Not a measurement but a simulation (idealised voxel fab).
Process module, titled voxel air gaps
We display cut, a cross-section 155 nm in width whose square cells are each 5 nm.
In what follows, cross-sections appear as grids of square cells, described through bands that run from the top down, where every band is one or more rows of cells.
In this notation a band is specified by the heights of its top and bottom, in that order and in nm, after which its materials appear from left to right, each paired with its width in nm. The word "edge to edge" attached to a single material means that material fills the band from edge to edge; the word "blank" stands for empty space.
Height 0 is the level under which the wafer as received is all one material. The lowest band goes on downwards, as in "0 -> down".
Note: "30->40" means the width goes from the first number (top row of the band) to the second number (bottom row) in equal steps per row of cells.
Take "nothing different" at face value: in the step it is given for, the cross-section changed in none of its cells.
Any empty space of 8 cells or more lacking an open way to the top shows up in "Closed void listing" as width x height at distance, distance from the left edge, in nm.
Read whatever lies past the settings on a step's line as the simulator's own remark about the step.
On any step carrying a mask, the "overlay nm" setting, if present on the step's line, tells how far right of its planned place the mask lay; negative values point to the left.
-- Planned process steps
- 1: RECEIVE | material Si
- 2: CONFORMAL_DEP | material SiO2 | thk nm 15
- 3: CONFORMAL_DEP | material SiCN | thk nm 5
- 4: DIRECTIONAL_DEP | material lowk | thk nm 35
- 5: PATTERN | tone open | mask id LINES | material resist | width nm 15 | pitch nm 40 | thk nm 15 | overlay nm 0
- 6: DIRECTIONAL_ETCH | etch materials lowk | depth nm 35
- 7: STRIP | etch materials resist
- 8: CONFORMAL_DEP | material TiN | thk nm 5
- 9: FILL_DEP | material W | thk nm 5
- 10: CMP | height nm 55
- 11: EPI | material Ru | thk nm 10
- 12: SELECTIVE_ETCH | etch materials lowk | depth nm 45
- 13: CONFORMAL_DEP | material SiCN | thk nm 5
-- First wafer out of two, processed as planned
-- Step 1 complete: cross-section of the wafer as received
> 0 -> down = Si edge to edge
> Closed void listing: none
-- After step 2: wafer cross-section
> 15 -> 0 = SiO2 edge to edge
> Whatever lies below 0 is exactly as it was before.
-- After step 3: wafer cross-section
> 20 -> 15 = SiCN edge to edge
> Whatever lies below 15 is exactly as it was before.
-- After step 4: wafer cross-section
> 55 -> 20 = lowk edge to edge
> Whatever lies below 20 is exactly as it was before.
-- After step 5: wafer cross-section
> 70 -> 55 = 30 of resist, then 15 of blank, then 25 of resist, then 15 of blank, then 25 of resist, then 15 of blank, then 30 of resist
> Whatever lies below 55 is exactly as it was before.
-- After step 6: wafer cross-section
> 70 -> 55 = 30 of resist, then 15 of blank, then 25 of resist, then 15 of blank, then 25 of resist, then 15 of blank, then 30 of resist
> 55 -> 20 = 30 of lowk, then 15 of blank, then 25 of lowk, then 15 of blank, then 25 of lowk, then 15 of blank, then 30 of lowk
> Whatever lies below 20 is exactly as it was before.
-- After step 7: wafer cross-section
> 55 -> 20 = 30 of lowk, then 15 of blank, then 25 of lowk, then 15 of blank, then 25 of lowk, then 15 of blank, then 30 of lowk
> Whatever lies below 20 is exactly as it was before.
-- After step 8: wafer cross-section
> 60 -> 55 = 35 of TiN, then 5 of blank, then 35 of TiN, then 5 of blank, then 35 of TiN, then 5 of blank, then 35 of TiN
> 55 -> 25 = 30 of lowk, then 5 of TiN, then 5 of blank, then 5 of TiN, then 25 of lowk, then 5 of TiN, then 5 of blank, then 5 of TiN, then 25 of lowk, then 5 of TiN, then 5 of blank, then 5 of TiN, then 30 of lowk
> 25 -> 20 = 30 of lowk, then 15 of TiN, then 25 of lowk, then 15 of TiN, then 25 of lowk, then 15 of TiN, then 30 of lowk
> Whatever lies below 20 is exactly as it was before.
-- After step 9: wafer cross-section
> 65 -> 60 = W edge to edge
> 60 -> 55 = 35 of TiN, then 5 of W, then 35 of TiN, then 5 of W, then 35 of TiN, then 5 of W, then 35 of TiN
> 55 -> 25 = 30 of lowk, then 5 of TiN, then 5 of W, then 5 of TiN, then 25 of lowk, then 5 of TiN, then 5 of W, then 5 of TiN, then 25 of lowk, then 5 of TiN, then 5 of W, then 5 of TiN, then 30 of lowk
> Whatever lies below 25 is exactly as it was before.
-- After step 10: wafer cross-section
> 55 -> 25 = 30 of lowk, then 5 of TiN, then 5 of W, then 5 of TiN, then 25 of lowk, then 5 of TiN, then 5 of W, then 5 of TiN, then 25 of lowk, then 5 of TiN, then 5 of W, then 5 of TiN, then 30 of lowk
> Whatever lies below 25 is exactly as it was before.
-- After step 11: wafer cross-section
> 65 -> 55 = 20 of blank, then 35 of Ru, then 5 of blank, then 35 of Ru, then 5 of blank, then 35 of Ru, then 20 of blank
> Whatever lies below 55 is exactly as it was before.
-- After step 12: wafer cross-section
> 65 -> 55 = 20 of blank, then 35 of Ru, then 5 of blank, then 35 of Ru, then 5 of blank, then 35 of Ru, then 20 of blank
> 55 -> 25 = 30 of blank, then 5 of TiN, then 5 of W, then 5 of TiN, then 25 of blank, then 5 of TiN, then 5 of W, then 5 of TiN, then 25 of blank, then 5 of TiN, then 5 of W, then 5 of TiN, then 30 of blank
> 25 -> 20 = 30 of blank, then 15 of TiN, then 25 of blank, then 15 of TiN, then 25 of blank, then 15 of TiN, then 30 of blank
> Whatever lies below 20 is exactly as it was before.
-- After step 13: wafer cross-section
> 70 -> 65 = 15 of blank, then 125 of SiCN, then 15 of blank
> 65 -> 55 = 15 of blank, then 5 of SiCN, then 35 of Ru, then 5 of SiCN, then 35 of Ru, then 5 of SiCN, then 35 of Ru, then 5 of SiCN, then 15 of blank
> 55 -> 50 = 15 of blank, then 15 of SiCN, then 5 of TiN, then 5 of W, then 5 of TiN, then 25 of SiCN, then 5 of TiN, then 5 of W, then 5 of TiN, then 25 of SiCN, then 5 of TiN, then 5 of W, then 5 of TiN, then 15 of SiCN, then 15 of blank
> 50 -> 25 = 25 of blank, then 5 of SiCN, then 5 of TiN, then 5 of W, then 5 of TiN, then 5 of SiCN, then 15 of blank, then 5 of SiCN, then 5 of TiN, then 5 of W, then 5 of TiN, then 5 of SiCN, then 15 of blank, then 5 of SiCN, then 5 of TiN, then 5 of W, then 5 of TiN, then 5 of SiCN, then 25 of blank
> 25 -> 20 = 30 of SiCN, then 15 of TiN, then 25 of SiCN, then 15 of TiN, then 25 of SiCN, then 15 of TiN, then 30 of SiCN
> Whatever lies below 20 is exactly as it was before.
> Closed void listing: 15 x 25 at 50; 15 x 25 at 90
-- The second wafer was prepared from the same starting point and under the same plan as the first; its processing contained one mistake, and it remains indistinguishable from the first wafer up to and including step 1
-- Cross-section, second wafer, at the end time the plan gives for step 2
> 5 -> 0 = SiCN edge to edge
> Whatever lies below 0 is exactly as it was before.
-- Cross-section, second wafer, at the end time the plan gives for step 3
> 20 -> 5 = SiO2 edge to edge
> Whatever lies below 5 is exactly as it was before.
-- Cross-section, second wafer, at the end time the plan gives for step 4
> 55 -> 20 = lowk edge to edge
> Whatever lies below 20 is exactly as it was before.
-- Cross-section, second wafer, at the end time the plan gives for step 5
> 70 -> 55 = 30 of resist, then 15 of blank, then 25 of resist, then 15 of blank, then 25 of resist, then 15 of blank, then 30 of resist
> Whatever lies below 55 is exactly as it was before.
-- Cross-section, second wafer, at the end time the plan gives for step 6
> 70 -> 55 = 30 of resist, then 15 of blank, then 25 of resist, then 15 of blank, then 25 of resist, then 15 of blank, then 30 of resist
> 55 -> 20 = 30 of lowk, then 15 of blank, then 25 of lowk, then 15 of blank, then 25 of lowk, then 15 of blank, then 30 of lowk
> Whatever lies below 20 is exactly as it was before.
-- Cross-section, second wafer, at the end time the plan gives for step 7
> 55 -> 20 = 30 of lowk, then 15 of blank, then 25 of lowk, then 15 of blank, then 25 of lowk, then 15 of blank, then 30 of lowk
> Whatever lies below 20 is exactly as it was before.
-- Cross-section, second wafer, at the end time the plan gives for step 8
> 60 -> 55 = 35 of TiN, then 5 of blank, then 35 of TiN, then 5 of blank, then 35 of TiN, then 5 of blank, then 35 of TiN
> 55 -> 25 = 30 of lowk, then 5 of TiN, then 5 of blank, then 5 of TiN, then 25 of lowk, then 5 of TiN, then 5 of blank, then 5 of TiN, then 25 of lowk, then 5 of TiN, then 5 of blank, then 5 of TiN, then 30 of lowk
> 25 -> 20 = 30 of lowk, then 15 of TiN, then 25 of lowk, then 15 of TiN, then 25 of lowk, then 15 of TiN, then 30 of lowk
> Whatever lies below 20 is exactly as it was before.
-- Cross-section, second wafer, at the end time the plan gives for step 9
> 65 -> 60 = W edge to edge
> 60 -> 55 = 35 of TiN, then 5 of W, then 35 of TiN, then 5 of W, then 35 of TiN, then 5 of W, then 35 of TiN
> 55 -> 25 = 30 of lowk, then 5 of TiN, then 5 of W, then 5 of TiN, then 25 of lowk, then 5 of TiN, then 5 of W, then 5 of TiN, then 25 of lowk, then 5 of TiN, then 5 of W, then 5 of TiN, then 30 of lowk
> Whatever lies below 25 is exactly as it was before.
-- Cross-section, second wafer, at the end time the plan gives for step 10
> 55 -> 25 = 30 of lowk, then 5 of TiN, then 5 of W, then 5 of TiN, then 25 of lowk, then 5 of TiN, then 5 of W, then 5 of TiN, then 25 of lowk, then 5 of TiN, then 5 of W, then 5 of TiN, then 30 of lowk
> Whatever lies below 25 is exactly as it was before.
-- Cross-section, second wafer, at the end time the plan gives for step 11
> 65 -> 55 = 20 of blank, then 35 of Ru, then 5 of blank, then 35 of Ru, then 5 of blank, then 35 of Ru, then 20 of blank
> Whatever lies below 55 is exactly as it was before.
-- Cross-section, second wafer, at the end time the plan gives for step 12
> 65 -> 55 = 20 of blank, then 35 of Ru, then 5 of blank, then 35 of Ru, then 5 of blank, then 35 of Ru, then 20 of blank
> 55 -> 25 = 30 of blank, then 5 of TiN, then 5 of W, then 5 of TiN, then 25 of blank, then 5 of TiN, then 5 of W, then 5 of TiN, then 25 of blank, then 5 of TiN, then 5 of W, then 5 of TiN, then 30 of blank
> 25 -> 20 = 30 of blank, then 15 of TiN, then 25 of blank, then 15 of TiN, then 25 of blank, then 15 of TiN, then 30 of blank
> Whatever lies below 20 is exactly as it was before.
-- Cross-section, second wafer, at the end time the plan gives for step 13
> 70 -> 65 = 15 of blank, then 125 of SiCN, then 15 of blank
> 65 -> 55 = 15 of blank, then 5 of SiCN, then 35 of Ru, then 5 of SiCN, then 35 of Ru, then 5 of SiCN, then 35 of Ru, then 5 of SiCN, then 15 of blank
> 55 -> 50 = 15 of blank, then 15 of SiCN, then 5 of TiN, then 5 of W, then 5 of TiN, then 25 of SiCN, then 5 of TiN, then 5 of W, then 5 of TiN, then 25 of SiCN, then 5 of TiN, then 5 of W, then 5 of TiN, then 15 of SiCN, then 15 of blank
> 50 -> 25 = 25 of blank, then 5 of SiCN, then 5 of TiN, then 5 of W, then 5 of TiN, then 5 of SiCN, then 15 of blank, then 5 of SiCN, then 5 of TiN, then 5 of W, then 5 of TiN, then 5 of SiCN, then 15 of blank, then 5 of SiCN, then 5 of TiN, then 5 of W, then 5 of TiN, then 5 of SiCN, then 25 of blank
> 25 -> 20 = 30 of SiCN, then 15 of TiN, then 25 of SiCN, then 15 of TiN, then 25 of SiCN, then 15 of TiN, then 30 of SiCN
> Whatever lies below 20 is exactly as it was before.
> Closed void listing: 15 x 25 at 50; 15 x 25 at 90
Processing error: order of steps 2 and 3 inverted relative to the plan
Same inventory, different map: at the end, the second wafer holds as many cells of each material as the first, placed elsewhere.
